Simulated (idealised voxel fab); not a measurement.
process module | voxel transistor to metal
cross-section cut | 215 nm wide | cells 5 nm
A cross-section is a grid of square cells, given in bands from the top down. A band is one or more rows of cells.
Each band's line starts with the height of the band's top and of its bottom, in nm. Then come its materials from left to right, each with its width in nm. One material with "throughout" fills the band from edge to edge. "air" is empty space.
Height 0 is the level under which the wafer as received is all one material. The lowest band goes on downwards, as in "0 down".
A width such as "30 to 40" changes by the same amount from each row of cells to the next, from the band's top row to its bottom row.
"no change" after a step means that no cell of the cross-section changed.
closed voids: empty space of 8 cells or more with no open way to the top, each as width x height at its distance from the left edge, in nm
after a step's settings: what the simulator itself notes on the step
overlay nm, on a step with a mask: how far to the right of its planned place the mask lay; to the left if negative
plan
1 op RECEIVE | material Si
2 op CONFORMAL_DEP | material SiO2 | thk nm 5
3 op CONFORMAL_DEP | material SiN | thk nm 10
4 op DIRECTIONAL_DEP | material aC | thk nm 15
5 op PATTERN | tone cover | mask id ACTIVE | material resist | width nm 115 | thk nm 30 | overlay nm 0
6 op DIRECTIONAL_ETCH | etch materials aC | depth nm 15
7 op STRIP | etch materials resist
8 op DIRECTIONAL_ETCH | etch materials SiN | depth nm 10
9 op DIRECTIONAL_ETCH | etch materials SiO2 | depth nm 5
10 op DIRECTIONAL_ETCH | etch materials Si | depth nm 25
11 op STRIP | etch materials aC
12 op OXIDIZE | depth nm 5
13 op FILL_DEP | material SiO2 | thk nm 15
14 op CMP | height nm 15
15 op SELECTIVE_ETCH | etch materials SiO2 | depth nm 10
16 op STRIP | etch materials SiN
17 op SELECTIVE_ETCH | etch materials SiO2 | depth nm 5
18 op OXIDIZE | depth nm 5
19 op DIRECTIONAL_DEP | material polySi | thk nm 25
20 op DIRECTIONAL_DEP | material SiCN | thk nm 15
21 op DIRECTIONAL_DEP | material aC | thk nm 15
22 op PATTERN | tone cover | mask id GATE | material resist | width nm 25 | thk nm 35 | overlay nm 0
23 op DIRECTIONAL_ETCH | etch materials aC | depth nm 15
24 op STRIP | etch materials resist
25 op DIRECTIONAL_ETCH | etch materials SiCN | depth nm 25
26 op DIRECTIONAL_ETCH | etch materials polySi | depth nm 35
27 op STRIP | etch materials aC
28 op CONFORMAL_DEP | material SiN | thk nm 10
29 op DIRECTIONAL_ETCH | etch materials SiN | depth nm 10
30 op DIRECTIONAL_ETCH | etch materials SiO2 | depth nm 5
31 op DIRECTIONAL_ETCH | etch materials Si | depth nm 5
32 op EPI | material pSi | thk nm 5
33 op FILL_DEP | material SiO2 | thk nm 10
34 op CMP | height nm 25
35 op STRIP | etch materials polySi
36 op SELECTIVE_ETCH | etch materials SiO2 | depth nm 5
37 op CONFORMAL_DEP | material HfO2 | thk nm 5
38 op CONFORMAL_DEP | material TiN | thk nm 5
39 op FILL_DEP | material W | thk nm 10
40 op CMP | height nm 20
41 op DIRECTIONAL_DEP | material SiO2 | thk nm 15
42 op DIRECTIONAL_DEP | material aC | thk nm 15
43 op PATTERN | tone open | mask id CONTACT | material resist | width nm 20 | pitch nm 75 | thk nm 35 | overlay nm 0
44 op DIRECTIONAL_ETCH | etch materials aC | depth nm 15
45 op STRIP | etch materials resist
46 op DIRECTIONAL_ETCH | etch materials SiO2 | depth nm 40
47 op STRIP | etch materials aC
48 op CONFORMAL_DEP | material TiN | thk nm 5
49 op FILL_DEP | material W | thk nm 10
50 op CMP | height nm 35
51 op DIRECTIONAL_DEP | material TiN | thk nm 5
52 op DIRECTIONAL_DEP | material W | thk nm 25
53 op DIRECTIONAL_DEP | material aC | thk nm 10
54 op PATTERN | tone cover | mask id METAL_1 | material resist | width nm 20 | pitch nm 75 | thk nm 25 | overlay nm 0
55 op DIRECTIONAL_ETCH | etch materials aC | depth nm 10
56 op STRIP | etch materials resist
57 op DIRECTIONAL_ETCH | etch materials W | depth nm 25
58 op DIRECTIONAL_ETCH | etch materials TiN | depth nm 5
59 op STRIP | etch materials aC
60 op FILL_DEP | material SiO2 | thk nm 10
61 op CMP | height nm 65
62 op CONFORMAL_DEP | material SiCN | thk nm 5
63 op DIRECTIONAL_DEP | material SiO2 | thk nm 35
64 op MASKED_ETCH | tone open | mask id METAL_2 | width nm 20 | pitch nm 75 | etch materials SiO2 | depth nm 20 | overlay nm 0
65 op PATTERN | tone open | mask id METAL_2_HOLES | material resist | width nm 15 | pitch nm 75 | thk nm 20 | overlay nm 0
66 op DIRECTIONAL_ETCH | etch materials SiO2 | depth nm 15
67 op DIRECTIONAL_ETCH | etch materials SiCN | depth nm 5
68 op STRIP | etch materials resist
69 op CONFORMAL_DEP | material TiN | thk nm 5
70 op FILL_DEP | material Ru | thk nm 5
71 op CMP | height nm 105
72 op CONFORMAL_DEP | material SiN | thk nm 5
first wafer, as planned
as received, after step 1
  0 down: Si throughout
  closed voids: none
after step 2
  5 to 0: SiO2 throughout
  below 0: unchanged
after step 3
  15 to 5: SiN throughout
  below 5: unchanged
after step 4
  30 to 15: aC throughout
  below 15: unchanged
after step 5
  60 to 30: air 50 | resist 115 | air 50
  below 30: unchanged
after step 6
  45 to 30: air 50 | resist 115 | air 50
  30 to 15: air 50 | aC 115 | air 50
  below 15: unchanged
after step 7
  30 to 15: air 50 | aC 115 | air 50
  below 15: unchanged
after step 8
  30 to 15: air 50 | aC 115 | air 50
  15 to 5: air 50 | SiN 115 | air 50
  below 5: unchanged
after step 9
  30 to 15: air 50 | aC 115 | air 50
  15 to 5: air 50 | SiN 115 | air 50
  5 to 0: air 50 | SiO2 115 | air 50
  below 0: unchanged
after step 10
  30 to 15: air 50 | aC 115 | air 50
  15 to 5: air 50 | SiN 115 | air 50
  5 to 0: air 50 | SiO2 115 | air 50
  0 to -25: air 50 | Si 115 | air 50
  below -25: unchanged
after step 11
  15 to 5: air 50 | SiN 115 | air 50
  below 5: unchanged
after step 12
  15 to 5: air 50 | SiN 115 | air 50
  5 to 0: air 50 | SiO2 115 | air 50
  0 to -25: air 50 | SiO2 5 | Si 105 | SiO2 5 | air 50
  -25 to -30: SiO2 55 | Si 105 | SiO2 55
  below -30: unchanged
after step 13
  30 to 15: SiO2 throughout
  15 to 5: SiO2 50 | SiN 115 | SiO2 50
  5 to 0: SiO2 throughout
  0 to -30: SiO2 55 | Si 105 | SiO2 55
  below -30: unchanged
after step 14
  15 to 5: SiO2 50 | SiN 115 | SiO2 50
  below 5: unchanged
after step 15
  15 to 5: air 50 | SiN 115 | air 50
  below 5: unchanged
after step 16
  5 to 0: SiO2 throughout
  below 0: unchanged
after step 17
  0 to -30: SiO2 55 | Si 105 | SiO2 55
  below -30: unchanged
after step 18
  0 to -5: SiO2 throughout
  below -5: unchanged
after step 19
  25 to 0: polySi throughout
  below 0: unchanged
after step 20
  40 to 25: SiCN throughout
  below 25: unchanged
after step 21
  55 to 40: aC throughout
  below 40: unchanged
after step 22
  90 to 55: air 95 | resist 25 | air 95
  below 55: unchanged
after step 23
  75 to 55: air 95 | resist 25 | air 95
  55 to 40: air 95 | aC 25 | air 95
  below 40: unchanged
after step 24
  55 to 40: air 95 | aC 25 | air 95
  below 40: unchanged
after step 25
  55 to 40: air 95 | aC 25 | air 95
  40 to 25: air 95 | SiCN 25 | air 95
  below 25: unchanged
after step 26
  55 to 40: air 95 | aC 25 | air 95
  40 to 25: air 95 | SiCN 25 | air 95
  25 to 0: air 95 | polySi 25 | air 95
  below 0: unchanged
after step 27
  40 to 25: air 95 | SiCN 25 | air 95
  below 25: unchanged
after step 28
  50 to 40: air 85 | SiN 45 | air 85
  40 to 25: air 85 | SiN 10 | SiCN 25 | SiN 10 | air 85
  25 to 10: air 85 | SiN 10 | polySi 25 | SiN 10 | air 85
  10 to 0: SiN 95 | polySi 25 | SiN 95
  below 0: unchanged
after step 29
  40 to 25: air 85 | SiN 10 | SiCN 25 | SiN 10 | air 85
  25 to 0: air 85 | SiN 10 | polySi 25 | SiN 10 | air 85
  below 0: unchanged
after step 30
  40 to 25: air 85 | SiN 10 | SiCN 25 | SiN 10 | air 85
  25 to 0: air 85 | SiN 10 | polySi 25 | SiN 10 | air 85
  0 to -5: air 85 | SiO2 45 | air 85
  below -5: unchanged
after step 31
  40 to 25: air 85 | SiN 10 | SiCN 25 | SiN 10 | air 85
  25 to 0: air 85 | SiN 10 | polySi 25 | SiN 10 | air 85
  0 to -5: air 85 | SiO2 45 | air 85
  -5 to -10: SiO2 55 | air 30 | Si 45 | air 30 | SiO2 55
  below -10: unchanged
after step 32
  40 to 25: air 85 | SiN 10 | SiCN 25 | SiN 10 | air 85
  25 to 0: air 85 | SiN 10 | polySi 25 | SiN 10 | air 85
  0 to -5: air 80 | pSi 5 | SiO2 45 | pSi 5 | air 80
  -5 to -10: SiO2 55 | pSi 30 | Si 45 | pSi 30 | SiO2 55
  below -10: unchanged
after step 33
  50 to 40: SiO2 throughout
  40 to 25: SiO2 85 | SiN 10 | SiCN 25 | SiN 10 | SiO2 85
  25 to 0: SiO2 85 | SiN 10 | polySi 25 | SiN 10 | SiO2 85
  0 to -5: SiO2 80 | pSi 5 | SiO2 45 | pSi 5 | SiO2 80
  below -5: unchanged
after step 34
  25 to 0: SiO2 85 | SiN 10 | polySi 25 | SiN 10 | SiO2 85
  below 0: unchanged
after step 35
  25 to 0: SiO2 85 | SiN 10 | air 25 | SiN 10 | SiO2 85
  below 0: unchanged
after step 36
  25 to 20: air 85 | SiN 10 | air 25 | SiN 10 | air 85
  20 to 0: SiO2 85 | SiN 10 | air 25 | SiN 10 | SiO2 85
  0 to -5: SiO2 80 | pSi 5 | SiO2 5 | air 35 | SiO2 5 | pSi 5 | SiO2 80
  below -5: unchanged
after step 37
  30 to 25: air 80 | HfO2 20 | air 15 | HfO2 20 | air 80
  25 to 20: HfO2 85 | SiN 10 | HfO2 5 | air 15 | HfO2 5 | SiN 10 | HfO2 85
  20 to 0: SiO2 85 | SiN 10 | HfO2 5 | air 15 | HfO2 5 | SiN 10 | SiO2 85
  0 to -5: SiO2 80 | pSi 5 | SiO2 5 | HfO2 35 | SiO2 5 | pSi 5 | SiO2 80
  below -5: unchanged
after step 38
  35 to 30: air 75 | TiN 30 | air 5 | TiN 30 | air 75
  30 to 25: TiN 80 | HfO2 20 | TiN 5 | air 5 | TiN 5 | HfO2 20 | TiN 80
  25 to 20: HfO2 85 | SiN 10 | HfO2 5 | TiN 5 | air 5 | TiN 5 | HfO2 5 | SiN 10 | HfO2 85
  20 to 5: SiO2 85 | SiN 10 | HfO2 5 | TiN 5 | air 5 | TiN 5 | HfO2 5 | SiN 10 | SiO2 85
  5 to 0: SiO2 85 | SiN 10 | HfO2 5 | TiN 15 | HfO2 5 | SiN 10 | SiO2 85
  below 0: unchanged
after step 39
  45 to 35: W throughout
  35 to 30: W 75 | TiN 30 | W 5 | TiN 30 | W 75
  30 to 25: TiN 80 | HfO2 20 | TiN 5 | W 5 | TiN 5 | HfO2 20 | TiN 80
  25 to 20: HfO2 85 | SiN 10 | HfO2 5 | TiN 5 | W 5 | TiN 5 | HfO2 5 | SiN 10 | HfO2 85
  20 to 5: SiO2 85 | SiN 10 | HfO2 5 | TiN 5 | W 5 | TiN 5 | HfO2 5 | SiN 10 | SiO2 85
  below 5: unchanged
after step 40
  20 to 5: SiO2 85 | SiN 10 | HfO2 5 | TiN 5 | W 5 | TiN 5 | HfO2 5 | SiN 10 | SiO2 85
  below 5: unchanged
after step 41
  35 to 20: SiO2 throughout
  below 20: unchanged
after step 42
  50 to 35: aC throughout
  below 35: unchanged
after step 43
  85 to 50: resist 60 | air 20 | resist 55 | air 20 | resist 60
  below 50: unchanged
after step 44
  70 to 50: resist 60 | air 20 | resist 55 | air 20 | resist 60
  50 to 35: aC 60 | air 20 | aC 55 | air 20 | aC 60
  below 35: unchanged
after step 45
  50 to 35: aC 60 | air 20 | aC 55 | air 20 | aC 60
  below 35: unchanged
after step 46
  50 to 35: aC 60 | air 20 | aC 55 | air 20 | aC 60
  35 to 20: SiO2 60 | air 20 | SiO2 55 | air 20 | SiO2 60
  20 to 5: SiO2 60 | air 20 | SiO2 5 | SiN 10 | HfO2 5 | TiN 5 | W 5 | TiN 5 | HfO2 5 | SiN 10 | SiO2 5 | air 20 | SiO2 60
  5 to 0: SiO2 60 | air 20 | SiO2 5 | SiN 10 | HfO2 5 | TiN 15 | HfO2 5 | SiN 10 | SiO2 5 | air 20 | SiO2 60
  0 to -5: SiO2 60 | air 20 | pSi 5 | SiO2 5 | HfO2 35 | SiO2 5 | pSi 5 | air 20 | SiO2 60
  below -5: unchanged
after step 47
  35 to 20: SiO2 60 | air 20 | SiO2 55 | air 20 | SiO2 60
  below 20: unchanged
after step 48
  40 to 35: TiN 65 | air 10 | TiN 65 | air 10 | TiN 65
  35 to 20: SiO2 60 | TiN 5 | air 10 | TiN 5 | SiO2 55 | TiN 5 | air 10 | TiN 5 | SiO2 60
  20 to 5: SiO2 60 | TiN 5 | air 10 | TiN 5 | SiO2 5 | SiN 10 | HfO2 5 | TiN 5 | W 5 | TiN 5 | HfO2 5 | SiN 10 | SiO2 5 | TiN 5 | air 10 | TiN 5 | SiO2 60
  5 to 0: SiO2 60 | TiN 5 | air 10 | TiN 5 | SiO2 5 | SiN 10 | HfO2 5 | TiN 15 | HfO2 5 | SiN 10 | SiO2 5 | TiN 5 | air 10 | TiN 5 | SiO2 60
  0 to -5: SiO2 60 | TiN 20 | pSi 5 | SiO2 5 | HfO2 35 | SiO2 5 | pSi 5 | TiN 20 | SiO2 60
  below -5: unchanged
after step 49
  50 to 40: W throughout
  40 to 35: TiN 65 | W 10 | TiN 65 | W 10 | TiN 65
  35 to 20: SiO2 60 | TiN 5 | W 10 | TiN 5 | SiO2 55 | TiN 5 | W 10 | TiN 5 | SiO2 60
  20 to 5: SiO2 60 | TiN 5 | W 10 | TiN 5 | SiO2 5 | SiN 10 | HfO2 5 | TiN 5 | W 5 | TiN 5 | HfO2 5 | SiN 10 | SiO2 5 | TiN 5 | W 10 | TiN 5 | SiO2 60
  5 to 0: SiO2 60 | TiN 5 | W 10 | TiN 5 | SiO2 5 | SiN 10 | HfO2 5 | TiN 15 | HfO2 5 | SiN 10 | SiO2 5 | TiN 5 | W 10 | TiN 5 | SiO2 60
  below 0: unchanged
after step 50
  35 to 20: SiO2 60 | TiN 5 | W 10 | TiN 5 | SiO2 55 | TiN 5 | W 10 | TiN 5 | SiO2 60
  below 20: unchanged
after step 51
  40 to 35: TiN throughout
  below 35: unchanged
after step 52
  65 to 40: W throughout
  below 40: unchanged
after step 53
  75 to 65: aC throughout
  below 65: unchanged
after step 54
  100 to 75: air 60 | resist 20 | air 55 | resist 20 | air 60
  below 75: unchanged
after step 55
  90 to 75: air 60 | resist 20 | air 55 | resist 20 | air 60
  75 to 65: air 60 | aC 20 | air 55 | aC 20 | air 60
  below 65: unchanged
after step 56
  75 to 65: air 60 | aC 20 | air 55 | aC 20 | air 60
  below 65: unchanged
after step 57
  75 to 65: air 60 | aC 20 | air 55 | aC 20 | air 60
  65 to 40: air 60 | W 20 | air 55 | W 20 | air 60
  below 40: unchanged
after step 58
  75 to 65: air 60 | aC 20 | air 55 | aC 20 | air 60
  65 to 40: air 60 | W 20 | air 55 | W 20 | air 60
  40 to 35: air 60 | TiN 20 | air 55 | TiN 20 | air 60
  below 35: unchanged
after step 59
  65 to 40: air 60 | W 20 | air 55 | W 20 | air 60
  below 40: unchanged
after step 60
  75 to 65: SiO2 throughout
  65 to 40: SiO2 60 | W 20 | SiO2 55 | W 20 | SiO2 60
  40 to 35: SiO2 60 | TiN 20 | SiO2 55 | TiN 20 | SiO2 60
  below 35: unchanged
after step 61
  65 to 40: SiO2 60 | W 20 | SiO2 55 | W 20 | SiO2 60
  below 40: unchanged
after step 62
  70 to 65: SiCN throughout
  below 65: unchanged
after step 63
  105 to 70: SiO2 throughout
  below 70: unchanged
after step 64
  105 to 85: SiO2 60 | air 20 | SiO2 55 | air 20 | SiO2 60
  below 85: unchanged
after step 65
  125 to 105: resist 60 | air 15 | resist 60 | air 15 | resist 65
  105 to 85: SiO2 60 | air 15 | resist 5 | SiO2 55 | air 15 | resist 5 | SiO2 60
  below 85: unchanged
after step 66
  125 to 105: resist 60 | air 15 | resist 60 | air 15 | resist 65
  105 to 85: SiO2 60 | air 15 | resist 5 | SiO2 55 | air 15 | resist 5 | SiO2 60
  85 to 70: SiO2 60 | air 15 | SiO2 60 | air 15 | SiO2 65
  below 70: unchanged
after step 67
  125 to 105: resist 60 | air 15 | resist 60 | air 15 | resist 65
  105 to 85: SiO2 60 | air 15 | resist 5 | SiO2 55 | air 15 | resist 5 | SiO2 60
  85 to 70: SiO2 60 | air 15 | SiO2 60 | air 15 | SiO2 65
  70 to 65: SiCN 60 | air 15 | SiCN 60 | air 15 | SiCN 65
  below 65: unchanged
after step 68
  105 to 85: SiO2 60 | air 20 | SiO2 55 | air 20 | SiO2 60
  below 85: unchanged
after step 69
  110 to 105: TiN 65 | air 10 | TiN 65 | air 10 | TiN 65
  105 to 90: SiO2 60 | TiN 5 | air 10 | TiN 5 | SiO2 55 | TiN 5 | air 10 | TiN 5 | SiO2 60
  90 to 85: SiO2 60 | TiN 5 | air 5 | TiN 10 | SiO2 55 | TiN 5 | air 5 | TiN 10 | SiO2 60
  85 to 70: SiO2 60 | TiN 5 | air 5 | TiN 5 | SiO2 60 | TiN 5 | air 5 | TiN 5 | SiO2 65
  70 to 65: SiCN 60 | TiN 15 | SiCN 60 | TiN 15 | SiCN 65
  below 65: unchanged
after step 70
  115 to 110: Ru throughout
  110 to 105: TiN 65 | Ru 10 | TiN 65 | Ru 10 | TiN 65
  105 to 90: SiO2 60 | TiN 5 | Ru 10 | TiN 5 | SiO2 55 | TiN 5 | Ru 10 | TiN 5 | SiO2 60
  90 to 85: SiO2 60 | TiN 5 | Ru 5 | TiN 10 | SiO2 55 | TiN 5 | Ru 5 | TiN 10 | SiO2 60
  85 to 70: SiO2 60 | TiN 5 | Ru 5 | TiN 5 | SiO2 60 | TiN 5 | Ru 5 | TiN 5 | SiO2 65
  below 70: unchanged
after step 71
  105 to 90: SiO2 60 | TiN 5 | Ru 10 | TiN 5 | SiO2 55 | TiN 5 | Ru 10 | TiN 5 | SiO2 60
  below 90: unchanged
after step 72
  110 to 105: SiN throughout
  below 105: unchanged
second wafer: like start, like plan, one mistake. Through step 49 it matches the first wafer
when step 50 should have ended: no change
when step 51 should have ended
  55 to 50: TiN throughout
  below 50: unchanged
when step 52 should have ended
  80 to 55: W throughout
  below 55: unchanged
when step 53 should have ended
  90 to 80: aC throughout
  below 80: unchanged
when step 54 should have ended
  115 to 90: air 60 | resist 20 | air 55 | resist 20 | air 60
  below 90: unchanged
when step 55 should have ended
  105 to 90: air 60 | resist 20 | air 55 | resist 20 | air 60
  90 to 80: air 60 | aC 20 | air 55 | aC 20 | air 60
  below 80: unchanged
when step 56 should have ended
  90 to 80: air 60 | aC 20 | air 55 | aC 20 | air 60
  below 80: unchanged
when step 57 should have ended
  90 to 80: air 60 | aC 20 | air 55 | aC 20 | air 60
  80 to 55: air 60 | W 20 | air 55 | W 20 | air 60
  below 55: unchanged
when step 58 should have ended
  90 to 80: air 60 | aC 20 | air 55 | aC 20 | air 60
  80 to 55: air 60 | W 20 | air 55 | W 20 | air 60
  55 to 50: air 60 | TiN 20 | air 55 | TiN 20 | air 60
  below 50: unchanged
when step 59 should have ended
  80 to 55: air 60 | W 20 | air 55 | W 20 | air 60
  below 55: unchanged
when step 60 should have ended
  90 to 80: SiO2 throughout
  80 to 55: SiO2 60 | W 20 | SiO2 55 | W 20 | SiO2 60
  55 to 50: SiO2 60 | TiN 20 | SiO2 55 | TiN 20 | SiO2 60
  below 50: unchanged
when step 61 should have ended
  65 to 55: SiO2 60 | W 20 | SiO2 55 | W 20 | SiO2 60
  below 55: unchanged
when step 62 should have ended
  70 to 65: SiCN throughout
  below 65: unchanged
when step 63 should have ended
  105 to 70: SiO2 throughout
  below 70: unchanged
when step 64 should have ended
  105 to 85: SiO2 60 | air 20 | SiO2 55 | air 20 | SiO2 60
  below 85: unchanged
when step 65 should have ended
  125 to 105: resist 60 | air 15 | resist 60 | air 15 | resist 65
  105 to 85: SiO2 60 | air 15 | resist 5 | SiO2 55 | air 15 | resist 5 | SiO2 60
  below 85: unchanged
when step 66 should have ended
  125 to 105: resist 60 | air 15 | resist 60 | air 15 | resist 65
  105 to 85: SiO2 60 | air 15 | resist 5 | SiO2 55 | air 15 | resist 5 | SiO2 60
  85 to 70: SiO2 60 | air 15 | SiO2 60 | air 15 | SiO2 65
  below 70: unchanged
when step 67 should have ended
  125 to 105: resist 60 | air 15 | resist 60 | air 15 | resist 65
  105 to 85: SiO2 60 | air 15 | resist 5 | SiO2 55 | air 15 | resist 5 | SiO2 60
  85 to 70: SiO2 60 | air 15 | SiO2 60 | air 15 | SiO2 65
  70 to 65: SiCN 60 | air 15 | SiCN 60 | air 15 | SiCN 65
  below 65: unchanged
when step 68 should have ended
  105 to 85: SiO2 60 | air 20 | SiO2 55 | air 20 | SiO2 60
  below 85: unchanged
when step 69 should have ended
  110 to 105: TiN 65 | air 10 | TiN 65 | air 10 | TiN 65
  105 to 90: SiO2 60 | TiN 5 | air 10 | TiN 5 | SiO2 55 | TiN 5 | air 10 | TiN 5 | SiO2 60
  90 to 85: SiO2 60 | TiN 5 | air 5 | TiN 10 | SiO2 55 | TiN 5 | air 5 | TiN 10 | SiO2 60
  85 to 70: SiO2 60 | TiN 5 | air 5 | TiN 5 | SiO2 60 | TiN 5 | air 5 | TiN 5 | SiO2 65
  70 to 65: SiCN 60 | TiN 15 | SiCN 60 | TiN 15 | SiCN 65
  below 65: unchanged
when step 70 should have ended
  115 to 110: Ru throughout
  110 to 105: TiN 65 | Ru 10 | TiN 65 | Ru 10 | TiN 65
  105 to 90: SiO2 60 | TiN 5 | Ru 10 | TiN 5 | SiO2 55 | TiN 5 | Ru 10 | TiN 5 | SiO2 60
  90 to 85: SiO2 60 | TiN 5 | Ru 5 | TiN 10 | SiO2 55 | TiN 5 | Ru 5 | TiN 10 | SiO2 60
  85 to 70: SiO2 60 | TiN 5 | Ru 5 | TiN 5 | SiO2 60 | TiN 5 | Ru 5 | TiN 5 | SiO2 65
  below 70: unchanged
when step 71 should have ended
  105 to 90: SiO2 60 | TiN 5 | Ru 10 | TiN 5 | SiO2 55 | TiN 5 | Ru 10 | TiN 5 | SiO2 60
  below 90: unchanged
when step 72 should have ended
  110 to 105: SiN throughout
  below 105: unchanged
what went wrong: step 50 was left out
at the end the second wafer has, in cells: 105 fewer of SiO2 | 39 more of TiN | 66 more of W
